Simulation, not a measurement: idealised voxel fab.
Name of the process module below: voxel gate over fins
This is section cut - it's 170 nm across, gridded in 5 nm square cells.
Cross-section = grid of square cells, listed top down in bands; band = one or more rows.
Top, bottom (nm), then materials left to right with widths (nm); lone material tagged "throughout" fills the whole band edge to edge; "blank" = empty space.
Measure heights from 0. That's the level where, below it, the as-received wafer is all one material. The lowest band is bottomless and extends downward; write it as in "z 0 and below".
Width: "30..40" (first number = top row, second number = bottom row, same change from row to row of cells).
What does "no modification" mean for a step? It means no cell of the cross-section changed in that step.
Voids not open to the top, 8 cells minimum: see "Trapped void list". Written width x height at distance; distance is from the left edge; nm.
The remark found on a step's line after its settings is issued by the simulator itself and pertains to that step.
"overlay nm" denotes, for a step that has a mask, the displacement of the mask to the right of its planned place, with negative values corresponding to the left.
How should the pairs below be read? Each gives the cross-section before one process step and the cross-section after it, the latter drawn only to the lowest band that changed; the step that lies between them, with its settings, appears under the pair. Does a pair pick up where the pair above left off? Only where its entry headed "Cross-section, before" says so, since pairs can come from different runs of this module on the same starting wafer.

[Cross-section, before]
	z 25 to 10 = aC=25 / blank=15 / aC=20 / blank=15 / aC=20 / blank=15 / aC=20 / blank=15 / aC=25
	z 10 to 0 = SiN=25 / blank=15 / SiN=20 / blank=15 / SiN=20 / blank=15 / SiN=20 / blank=15 / SiN=25
	z 0 and below = Si throughout
	Trapped void list: none

[after]
	z 25 to 10 = aC=25 / blank=15 / aC=20 / blank=15 / aC=20 / blank=15 / aC=20 / blank=15 / aC=25
	z 10 to 0 = SiN=25 / blank=15 / SiN=20 / blank=15 / SiN=20 / blank=15 / SiN=20 / blank=15 / SiN=25
	z 0 to -40 = Si=25 / blank=15 / Si=20 / blank=15 / Si=20 / blank=15 / Si=20 / blank=15 / Si=25
	Beneath the level -40, the cross-section is identical to its previous state.
	Trapped void list: none
Q: step between the cross-sections above? A: DIRECTIONAL_ETCH,etch materials Si,depth nm 40

Cross-section, before: Reference is made to the cross-section shown after the step in the pair directly above, which represents the state prior to this step.

[after]
	z 10 to 0 = SiN=25 / blank=15 / SiN=20 / blank=15 / SiN=20 / blank=15 / SiN=20 / blank=15 / SiN=25
	Beneath the level 0, the cross-section is identical to its previous state.
	Trapped void list: none
Q: step between the cross-sections above? A: STRIP,etch materials aC

Cross-section, before: Reference is made to the cross-section shown after the step in the pair directly above, which represents the state prior to this step.

[after]
	z 10 to 0 = SiN=25 / blank=15 / SiN=20 / blank=15 / SiN=20 / blank=15 / SiN=20 / blank=15 / SiN=25
	z 0 to -40 = Si=20 / SiO2=5 / blank=15 / SiO2=5 / Si=10 / SiO2=5 / blank=15 / SiO2=5 / Si=10 / SiO2=5 / blank=15 / SiO2=5 / Si=10 / SiO2=5 / blank=15 / SiO2=5 / Si=20
	z -40 to -45 = Si=20 / SiO2=25 / Si=10 / SiO2=25 / Si=10 / SiO2=25 / Si=10 / SiO2=25 / Si=20
	Beneath the level -45, the cross-section is identical to its previous state.
	Trapped void list: none
Q: step between the cross-sections above? A: OXIDIZE,depth nm 5

Cross-section, before: Reference is made to the cross-section shown after the step in the pair directly above, which represents the state prior to this step.

[after]
	z 25 to 10 = SiO2 throughout
	z 10 to 0 = SiN=25 / SiO2=15 / SiN=20 / SiO2=15 / SiN=20 / SiO2=15 / SiN=20 / SiO2=15 / SiN=25
	z 0 to -45 = Si=20 / SiO2=25 / Si=10 / SiO2=25 / Si=10 / SiO2=25 / Si=10 / SiO2=25 / Si=20
	Beneath the level -45, the cross-section is identical to its previous state.
	Trapped void list: none
Q: step between the cross-sections above? A: FILL_DEP,material SiO2,thk nm 15

Cross-section, before: Reference is made to the cross-section shown after the step in the pair directly above, which represents the state prior to this step.

[after]
	z 10 to 0 = SiN=25 / SiO2=15 / SiN=20 / SiO2=15 / SiN=20 / SiO2=15 / SiN=20 / SiO2=15 / SiN=25
	Beneath the level 0, the cross-section is identical to its previous state.
	Trapped void list: none
Q: step between the cross-sections above? A: CMP,height nm 10

Cross-section, before: Reference is made to the cross-section shown after the step in the pair directly above, which represents the state prior to this step.

[after]
	z 10 to 0 = SiN=25 / blank=15 / SiN=20 / blank=15 / SiN=20 / blank=15 / SiN=20 / blank=15 / SiN=25
	z 0 to -15 = Si=20 / blank=25 / Si=10 / blank=25 / Si=10 / blank=25 / Si=10 / blank=25 / Si=20
	Beneath the level -15, the cross-section is identical to its previous state.
	Trapped void list: none
Q: step between the cross-sections above? A: SELECTIVE_ETCH,etch materials SiO2,depth nm 25

Cross-section, before: Reference is made to the cross-section shown after the step in the pair directly above, which represents the state prior to this step.

[after]
	z 0 to -15 = Si=20 / blank=25 / Si=10 / blank=25 / Si=10 / blank=25 / Si=10 / blank=25 / Si=20
	Beneath the level -15, the cross-section is identical to its previous state.
	Trapped void list: none
Q: step between the cross-sections above? A: STRIP,etch materials SiN

Cross-section, before: Reference is made to the cross-section shown after the step in the pair directly above, which represents the state prior to this step.

[after]
	z 5 to 0 = HfO2=25 / blank=15 / HfO2=20 / blank=15 / HfO2=20 / blank=15 / HfO2=20 / blank=15 / HfO2=25
	z 0 to -10 = Si=20 / HfO2=5 / blank=15 / HfO2=5 / Si=10 / HfO2=5 / blank=15 / HfO2=5 / Si=10 / HfO2=5 / blank=15 / HfO2=5 / Si=10 / HfO2=5 / blank=15 / HfO2=5 / Si=20
	z -10 to -15 = Si=20 / HfO2=25 / Si=10 / HfO2=25 / Si=10 / HfO2=25 / Si=10 / HfO2=25 / Si=20
	Beneath the level -15, the cross-section is identical to its previous state.
	Trapped void list: none
Q: step between the cross-sections above? A: CONFORMAL_DEP,material HfO2,thk nm 5

Cross-section, before: Reference is made to the cross-section shown after the step in the pair directly above, which represents the state prior to this step.

[after]
	z 10 to 5 = TiN=30 / blank=5 / TiN=30 / blank=5 / TiN=30 / blank=5 / TiN=30 / blank=5 / TiN=30
	z 5 to 0 = HfO2=25 / TiN=5 / blank=5 / TiN=5 / HfO2=20 / TiN=5 / blank=5 / TiN=5 / HfO2=20 / TiN=5 / blank=5 / TiN=5 / HfO2=20 / TiN=5 / blank=5 / TiN=5 / HfO2=25
	z 0 to -5 = Si=20 / HfO2=5 / TiN=5 / blank=5 / TiN=5 / HfO2=5 / Si=10 / HfO2=5 / TiN=5 / blank=5 / TiN=5 / HfO2=5 / Si=10 / HfO2=5 / TiN=5 / blank=5 / TiN=5 / HfO2=5 / Si=10 / HfO2=5 / TiN=5 / blank=5 / TiN=5 / HfO2=5 / Si=20
	z -5 to -10 = Si=20 / HfO2=5 / TiN=15 / HfO2=5 / Si=10 / HfO2=5 / TiN=15 / HfO2=5 / Si=10 / HfO2=5 / TiN=15 / HfO2=5 / Si=10 / HfO2=5 / TiN=15 / HfO2=5 / Si=20
	Beneath the level -10, the cross-section is identical to its previous state.
	Trapped void list: none
Q: step between the cross-sections above? A: CONFORMAL_DEP,material TiN,thk nm 5

Cross-section, before: Reference is made to the cross-section shown after the step in the pair directly above, which represents the state prior to this step.

[after]
	z 15 to 10 = TiAl throughout
	z 10 to 5 = TiN=30 / TiAl=5 / TiN=30 / TiAl=5 / TiN=30 / TiAl=5 / TiN=30 / TiAl=5 / TiN=30
	z 5 to 0 = HfO2=25 / TiN=5 / TiAl=5 / TiN=5 / HfO2=20 / TiN=5 / TiAl=5 / TiN=5 / HfO2=20 / TiN=5 / TiAl=5 / TiN=5 / HfO2=20 / TiN=5 / TiAl=5 / TiN=5 / HfO2=25
	z 0 to -5 = Si=20 / HfO2=5 / TiN=5 / TiAl=5 / TiN=5 / HfO2=5 / Si=10 / HfO2=5 / TiN=5 / TiAl=5 / TiN=5 / HfO2=5 / Si=10 / HfO2=5 / TiN=5 / TiAl=5 / TiN=5 / HfO2=5 / Si=10 / HfO2=5 / TiN=5 / TiAl=5 / TiN=5 / HfO2=5 / Si=20
	Beneath the level -5, the cross-section is identical to its previous state.
	Trapped void list: none
Q: step between the cross-sections above? A: CONFORMAL_DEP,material TiAl,thk nm 5

Cross-section, before: Reference is made to the cross-section shown after the step in the pair directly above, which represents the state prior to this step.

[after]
	z 20 to 15 = TiN throughout
	Beneath the level 15, the cross-section is identical to its previous state.
	Trapped void list: none
Q: step between the cross-sections above? A: CONFORMAL_DEP,material TiN,thk nm 5

Cross-section, before: Reference is made to the cross-section shown after the step in the pair directly above, which represents the state prior to this step.

[after]
	z 35 to 20 = W throughout
	Beneath the level 20, the cross-section is identical to its previous state.
	Trapped void list: none
Q: step between the cross-sections above? A: FILL_DEP,material W,thk nm 15

Cross-section, before: Reference is made to the cross-section shown after the step in the pair directly above, which represents the state prior to this step.

[after]
	z 30 to 20 = W throughout
	Beneath the level 20, the cross-section is identical to its previous state.
	Trapped void list: none
Q: step between the cross-sections above? A: CMP,height nm 30

Cross-section, before: Reference is made to the cross-section shown after the step in the pair directly above, which represents the state prior to this step.

[after]
	z 35 to 30 = SiCN throughout
	Beneath the level 30, the cross-section is identical to its previous state.
	Trapped void list: none
Q: step between the cross-sections above? A: CONFORMAL_DEP,material SiCN,thk nm 5
